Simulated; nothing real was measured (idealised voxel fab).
process module | voxel capacitor over wiring
The figure presents cross-section cut, which has a width of 255 nm and is divided into square cells with an edge length of 5 nm.
In what follows, cross-sections appear as grids of square cells, described through bands that run from the top down, where every band is one or more rows of cells. This entry defines a band. It first specifies the height of the band's top and the height of its bottom in nm, and then specifies the band's materials from left to right, stating each material with its width in nm. The word "throughout" identifies a single material that fills the band from edge to edge, while the word "air" identifies empty space. Where do heights start? At 0: under that level the wafer as delivered is made of one material only. And the lowest band has no floor; it just carries on downward, as in "from 0 down". Width "30->40": first value at the band's top row of cells, second value at its bottom row, equal change from row to row. "no change occurred" means the step left every cell of the cross-section as it was. "Enclosed internal voids" lists enclosed empty spaces (at least 8 cells, no open path upward to the top), each as width x height at distance from the left edge, in nm. Text after the settings on a step's line: the simulator's own remark on that step. The line of a step may include "overlay nm". On a step with a mask, this value is how far to the right of its planned place the mask lay. A negative value means the mask lay to the left.
**Listed below are the process steps as planned**
1 RECEIVE, material Si
2 CONFORMAL_DEP, material SiO2, thk nm 10
3 CONFORMAL_DEP, material SiCN, thk nm 5
4 DIRECTIONAL_DEP, material lowk, thk nm 20
5 DIRECTIONAL_DEP, material aC, thk nm 10
6 PATTERN, tone open, mask id METAL_1, material resist, width nm 30, pitch nm 80, thk nm 25, overlay nm 0
7 DIRECTIONAL_ETCH, etch materials aC, depth nm 10
8 STRIP, etch materials resist
9 DIRECTIONAL_ETCH, etch materials lowk, depth nm 20
10 DIRECTIONAL_ETCH, etch materials SiCN, depth nm 5
11 STRIP, etch materials aC
12 CONFORMAL_DEP, material TiN, thk nm 5
13 FILL_DEP, material Cu, thk nm 5
14 CMP, height nm 35
15 CONFORMAL_DEP, material SiCN, thk nm 5
16 DIRECTIONAL_DEP, material lowk, thk nm 10
17 MASKED_ETCH, tone open, mask id PLUG_1, width nm 15, etch materials lowk, depth nm 10, overlay nm 0
18 MASKED_ETCH, tone open, mask id PLUG_1, width nm 15, etch materials SiCN, depth nm 5, overlay nm 0
19 EPI, material Ru, thk nm 10
20 EPI, material Ru, thk nm 5
21 DIRECTIONAL_DEP, material TiN, thk nm 10
22 DIRECTIONAL_DEP, material Al2O3, thk nm 5
23 DIRECTIONAL_DEP, material TiN, thk nm 10
24 PATTERN, tone cover, mask id UPPER_PLATE, material resist, width nm 55, thk nm 20, overlay nm 0
25 DIRECTIONAL_ETCH, etch materials TiN, depth nm 10
26 DIRECTIONAL_ETCH, etch materials Al2O3, depth nm 5
27 STRIP, etch materials resist
28 MASKED_ETCH, tone cover, mask id LOWER_PLATE, width nm 65, etch materials TiN, depth nm 10, overlay nm 0
29 FILL_DEP, material SiO2, thk nm 15
30 CMP, height nm 85
31 MASKED_ETCH, tone open, mask id PLUG_2, width nm 15, etch materials SiO2, depth nm 10, overlay nm 0
32 CONFORMAL_DEP, material TiN, thk nm 5
33 FILL_DEP, material Ru, thk nm 5
34 CMP, height nm 85
35 CONFORMAL_DEP, material SiN, thk nm 5
**This is the cross-section of the wafer as we received it, i.e. after step 1**
- from 0 down  Si throughout
- Enclosed internal voids: none
**Looking at the first of two wafers in cross-section at end of module - ran to plan**
- from 90 to 85  SiN throughout
- from 85 to 80  95 nm SiO2  5 nm TiN  5 nm Ru  5 nm TiN  145 nm SiO2
- from 80 to 75  95 nm SiO2  15 nm TiN  145 nm SiO2
- from 75 to 65  85 nm SiO2  55 nm TiN  115 nm SiO2
- from 65 to 60  85 nm SiO2  55 nm Al2O3  115 nm SiO2
- from 60 to 50  80 nm SiO2  65 nm TiN  110 nm SiO2
- from 50 to 40  85 nm lowk  15 nm Ru  155 nm lowk
- from 40 to 35  85 nm SiCN  15 nm Ru  155 nm SiCN
- from 35 to 15  70 nm lowk  5 nm TiN  20 nm Cu  5 nm TiN  50 nm lowk  5 nm TiN  20 nm Cu  5 nm TiN  75 nm lowk
- from 15 to 10  70 nm SiCN  30 nm TiN  50 nm SiCN  30 nm TiN  75 nm SiCN
- from 10 to 0  SiO2 throughout
- from 0 down  Si throughout
- Enclosed internal voids: none
**Wafer two, sectioned after the module: the first wafer's start, the first wafer's plan, and one mistake in how it was run**
- from 90 to 85  SiN throughout
- from 85 to 80  95 nm SiO2  5 nm TiN  5 nm Ru  5 nm TiN  145 nm SiO2
- from 80 to 75  95 nm SiO2  15 nm TiN  145 nm SiO2
- from 75 to 65  85 nm SiO2  55 nm TiN  115 nm SiO2
- from 65 to 60  85 nm SiO2  55 nm Al2O3  115 nm SiO2
- from 60 to 50  80 nm SiO2  65 nm TiN  110 nm SiO2
- from 50 to 40  85 nm lowk  15 nm Ru  155 nm lowk
- from 40 to 35  85 nm SiCN  15 nm Ru  155 nm SiCN
- from 35 to 30  75 nm TiN  20 nm Cu  60 nm TiN  20 nm Cu  80 nm TiN
- from 30 to 15  70 nm lowk  5 nm TiN  20 nm Cu  5 nm TiN  50 nm lowk  5 nm TiN  20 nm Cu  5 nm TiN  75 nm lowk
- from 15 to 10  70 nm lowk  30 nm TiN  50 nm lowk  30 nm TiN  75 nm lowk
- from 10 to 0  SiO2 throughout
- from 0 down  Si throughout
- Enclosed internal voids: none
Processing error: plan step 3 skipped
In the final state, the cell counts of the second wafer exceed or fall short of those of the first for the following materials: -39 SiCN, +39 TiN
